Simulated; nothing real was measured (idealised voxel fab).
Proc. module: voxel tone inversion
Section cut is 250 nm wide and gridded with 5 nm square cells.
Cross-section, as written here: a square-cell grid given band by band from the top down, where a band holds one or more rows of cells.
A band entry consists of two parts. The first gives the height of the band's top and the height of its bottom, in nm. The rest lists the band's materials from left to right, each with its width in nm. A single material labelled with the word "all across" fills the band from edge to edge, and the word "air" marks empty space.
Heights are reckoned from 0. Under this level, the received wafer is all of one material. The bottommost band is open-ended downward, for example "z 0 and below".
Per-row width for "30 to 40": begins at first number (top row of band), ends at second number (bottom row), increment between rows held constant.
When a step is marked "identical to before", none of the cells in the cross-section changed during that step.
Listed in "Trapped voids": every empty space of 8 or more cells without an open way to the top. Form: width x height at distance, the distance being from the left edge, all in nm.
It should be noted that, on the line of a given step, the content following the step's settings is a remark produced by the simulator itself with respect to that step.
If you see "overlay nm" on a step's line and that step has a mask, it's telling you how far right of where it was planned the mask ended up; a negative number means it went left instead.

**The following list gives the planned process steps**
1) RECEIVE with material Si
2) CONFORMAL_DEP with material SiCN, thk nm 5
3) DIRECTIONAL_DEP with material aC, thk nm 20
4) PATTERN with tone cover, mask id POSTS, material resist, width nm 15, pitch nm 35, thk nm 30, overlay nm 0
5) DIRECTIONAL_ETCH with etch materials aC, depth nm 20
6) STRIP with etch materials resist
7) FILL_DEP with material lowk, thk nm 10
8) CMP with height nm 25
9) STRIP with etch materials aC
10) CONFORMAL_DEP with material TiN, thk nm 5
11) FILL_DEP with material W, thk nm 5
12) CMP with height nm 25
13) CONFORMAL_DEP with material SiN, thk nm 5

**First of two wafers, with the run carried out as planned**

**Cross-section: wafer on arrival = after step 1**
  z 0 and below  Si all across
  Trapped voids: none

**Wafer xsec, post step 2**
  z 5 to 0  SiCN all across
  Whatever lies below 0 is exactly as it was before.

**Wafer xsec, post step 3**
  z 25 to 5  aC all across
  Whatever lies below 5 is exactly as it was before.

**Wafer xsec, post step 4**
  z 55 to 25  air=65  resist=15  air=20  resist=15  air=20  resist=15  air=20  resist=15  air=65
  Whatever lies below 25 is exactly as it was before.

**Wafer xsec, post step 5**
  z 35 to 25  air=65  resist=15  air=20  resist=15  air=20  resist=15  air=20  resist=15  air=65
  z 25 to 5  air=65  aC=15  air=20  aC=15  air=20  aC=15  air=20  aC=15  air=65
  Whatever lies below 5 is exactly as it was before.

**Wafer xsec, post step 6**
  z 25 to 5  air=65  aC=15  air=20  aC=15  air=20  aC=15  air=20  aC=15  air=65
  Whatever lies below 5 is exactly as it was before.

**Wafer xsec, post step 7**
  z 35 to 25  lowk all across
  z 25 to 5  lowk=65  aC=15  lowk=20  aC=15  lowk=20  aC=15  lowk=20  aC=15  lowk=65
  Whatever lies below 5 is exactly as it was before.

**Wafer xsec, post step 8**
  z 25 to 5  lowk=65  aC=15  lowk=20  aC=15  lowk=20  aC=15  lowk=20  aC=15  lowk=65
  Whatever lies below 5 is exactly as it was before.

**Wafer xsec, post step 9**
  z 25 to 5  lowk=65  air=15  lowk=20  air=15  lowk=20  air=15  lowk=20  air=15  lowk=65
  Whatever lies below 5 is exactly as it was before.

**Wafer xsec, post step 10**
  z 30 to 25  TiN=70  air=5  TiN=30  air=5  TiN=30  air=5  TiN=30  air=5  TiN=70
  z 25 to 10  lowk=65  TiN=5  air=5  TiN=5  lowk=20  TiN=5  air=5  TiN=5  lowk=20  TiN=5  air=5  TiN=5  lowk=20  TiN=5  air=5  TiN=5  lowk=65
  z 10 to 5  lowk=65  TiN=15  lowk=20  TiN=15  lowk=20  TiN=15  lowk=20  TiN=15  lowk=65
  Whatever lies below 5 is exactly as it was before.

**Wafer xsec, post step 11**
  z 35 to 30  W all across
  z 30 to 25  TiN=70  W=5  TiN=30  W=5  TiN=30  W=5  TiN=30  W=5  TiN=70
  z 25 to 10  lowk=65  TiN=5  W=5  TiN=5  lowk=20  TiN=5  W=5  TiN=5  lowk=20  TiN=5  W=5  TiN=5  lowk=20  TiN=5  W=5  TiN=5  lowk=65
  Whatever lies below 10 is exactly as it was before.

**Wafer xsec, post step 12**
  z 25 to 10  lowk=65  TiN=5  W=5  TiN=5  lowk=20  TiN=5  W=5  TiN=5  lowk=20  TiN=5  W=5  TiN=5  lowk=20  TiN=5  W=5  TiN=5  lowk=65
  Whatever lies below 10 is exactly as it was before.

**Wafer xsec, post step 13**
  z 30 to 25  SiN all across
  Whatever lies below 25 is exactly as it was before.

**For the second wafer, take the first wafer's start and plan, then add one mistake made in running it; everything through step 6, that step included, is shared with the first**

**Second wafer, cut view, end of step 7 per plan**
  z 45 to 25  lowk all across
  z 25 to 5  lowk=65  aC=15  lowk=20  aC=15  lowk=20  aC=15  lowk=20  aC=15  lowk=65
  Whatever lies below 5 is exactly as it was before.

**Second wafer, cut view, end of step 8 per plan**
  z 25 to 5  lowk=65  aC=15  lowk=20  aC=15  lowk=20  aC=15  lowk=20  aC=15  lowk=65
  Whatever lies below 5 is exactly as it was before.

**Second wafer, cut view, end of step 9 per plan**
  z 25 to 5  lowk=65  air=15  lowk=20  air=15  lowk=20  air=15  lowk=20  air=15  lowk=65
  Whatever lies below 5 is exactly as it was before.

**Second wafer, cut view, end of step 10 per plan**
  z 30 to 25  TiN=70  air=5  TiN=30  air=5  TiN=30  air=5  TiN=30  air=5  TiN=70
  z 25 to 10  lowk=65  TiN=5  air=5  TiN=5  lowk=20  TiN=5  air=5  TiN=5  lowk=20  TiN=5  air=5  TiN=5  lowk=20  TiN=5  air=5  TiN=5  lowk=65
  z 10 to 5  lowk=65  TiN=15  lowk=20  TiN=15  lowk=20  TiN=15  lowk=20  TiN=15  lowk=65
  Whatever lies below 5 is exactly as it was before.

**Second wafer, cut view, end of step 11 per plan**
  z 35 to 30  W all across
  z 30 to 25  TiN=70  W=5  TiN=30  W=5  TiN=30  W=5  TiN=30  W=5  TiN=70
  z 25 to 10  lowk=65  TiN=5  W=5  TiN=5  lowk=20  TiN=5  W=5  TiN=5  lowk=20  TiN=5  W=5  TiN=5  lowk=20  TiN=5  W=5  TiN=5  lowk=65
  Whatever lies below 10 is exactly as it was before.

**Second wafer, cut view, end of step 12 per plan**
  z 25 to 10  lowk=65  TiN=5  W=5  TiN=5  lowk=20  TiN=5  W=5  TiN=5  lowk=20  TiN=5  W=5  TiN=5  lowk=20  TiN=5  W=5  TiN=5  lowk=65
  Whatever lies below 10 is exactly as it was before.

**Second wafer, cut view, end of step 13 per plan**
  z 30 to 25  SiN all across
  Whatever lies below 25 is exactly as it was before.
what went wrong: step 7 of the plan was performed twice
The two wafers come out with the same cross-section, meaning that, for this model, the mistake has no consequence in the computed result.
